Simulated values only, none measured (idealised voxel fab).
Presented below is a process module, voxel lift off.
In the cross-section labelled cut, the width is 295 nm and each square cell is 5 nm.
Cross-section = grid of square cells, listed top down in bands; band = one or more rows. Heights first: top, then bottom, in nm. Then materials, left to right, each with a width in nm. "everywhere" on a single material: fills the band edge to edge. "blank": empty space. It should be noted that heights are counted from 0, beneath which the wafer as supplied is of one material throughout, and that the lowest band possesses no lower boundary but continues downward, as written in "z 0 and below". The notation "30->40" denotes a width that varies across the rows of cells in the band, beginning at the first number in the top row, finishing at the second number in the bottom row, and changing by an identical amount from each row to the next. The cross-section has no changed cell in any step marked "no alterations made". If an empty space has no open way to the top and is at least 8 cells in size, "Enclosed voids" lists it, written width x height at distance, where distance is measured from the left edge and every value is in nm. Whatever follows a step's settings on its line is a remark the simulator itself makes about that step. "overlay nm" answers the question of how far to the right of plan the mask lay on a step that has a mask, and when it is negative the answer is to the left.
Listed below are the process steps as planned:
| 1 | RECEIVE with material Si |
| 2 | CONFORMAL_DEP with material SiN, thk nm 10 |
| 3 | PATTERN with tone open, mask id LINES, material resist, width nm 20, pitch nm 40, thk nm 25, overlay nm 0 |
| 4 | DIRECTIONAL_DEP with material Ru, thk nm 15 |
| 5 | STRIP with etch materials resist |
| 6 | CONFORMAL_DEP with material SiN, thk nm 10 |
As received, after step 1:
z 0 and below  Si everywhere
Enclosed voids: none
Post-module cross-section: identical start and plan to those above, one misstep in execution:
z 35 to 25  95 blank | 80 SiN | 120 blank
z 25 to 20  95 blank | 10 SiN | 20 Ru | 20 SiN | 20 Ru | 10 SiN | 120 blank
z 20 to 10  105 SiN | 20 Ru | 20 SiN | 20 Ru | 130 SiN
z 10 to 0  SiN everywhere
z 0 and below  Si everywhere
Enclosed voids: none
what went wrong: step 3 ran as: PATTERN with tone open, mask id LINES, material resist, width nm 20, pitch nm 40, thk nm 25, overlay nm -10
